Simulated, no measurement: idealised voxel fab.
process module | voxel fin reveal
cross-section cut | 245 nm wide | cells 5 nm
A cross-section is a grid of square cells, given in bands from the top down. A band is one or more rows of cells.
Each band's line starts with the height of the band's top and of its bottom, in nm. Then come its materials from left to right, each with its width in nm. One material with "throughout" fills the band from edge to edge. "air" is empty space.
Height 0 is the level under which the wafer as received is all one material. The lowest band goes on downwards, as in "0 down".
A width such as "30 to 40" changes by the same amount from each row of cells to the next, from the band's top row to its bottom row.
"no change" after a step means that no cell of the cross-section changed.
closed voids: empty space of 8 cells or more with no open way to the top, each as width x height at its distance from the left edge, in nm
after a step's settings: what the simulator itself notes on the step
overlay nm, on a step with a mask: how far to the right of its planned place the mask lay; to the left if negative
plan
1 op RECEIVE | material Si
2 op CONFORMAL_DEP | material SiN | thk nm 10
3 op PATTERN | tone cover | mask id FINS | material resist | width nm 15 | pitch nm 45 | thk nm 15 | overlay nm 0
4 op DIRECTIONAL_ETCH | etch materials SiN | depth nm 10
5 op DIRECTIONAL_ETCH | etch materials Si | depth nm 35
6 op STRIP | etch materials resist
7 op OXIDIZE | depth nm 5
8 op FILL_DEP | material SiO2 | thk nm 5
9 op CMP | height nm 10
10 op SELECTIVE_ETCH | etch materials SiO2 | depth nm 25
11 op STRIP | etch materials SiN
12 op CONFORMAL_DEP | material SiO2 | thk nm 5
as received, after step 1
  0 down: Si throughout
  closed voids: none
a wafer at the end: this start, this plan, one mistake
  5 to 0: air 45 | SiO2 15 | air 30 | SiO2 15 | air 30 | SiO2 15 | air 30 | SiO2 15 | air 50
  0 to -10: air 45 | SiO2 5 | Si 5 | SiO2 5 | air 30 | SiO2 5 | Si 5 | SiO2 5 | air 30 | SiO2 5 | Si 5 | SiO2 5 | air 30 | SiO2 5 | Si 5 | SiO2 5 | air 50
  -10 to -20: SiO2 25 | air 20 | SiO2 5 | Si 5 | SiO2 5 | air 30 | SiO2 5 | Si 5 | SiO2 5 | air 30 | SiO2 5 | Si 5 | SiO2 5 | air 30 | SiO2 5 | Si 5 | SiO2 5 | air 20 | SiO2 30
  -20 to -40: SiO2 50 | Si 5 | SiO2 40 | Si 5 | SiO2 40 | Si 5 | SiO2 40 | Si 5 | SiO2 55
  -40 down: Si throughout
  closed voids: none
what went wrong: steps 10 and 11 were swapped
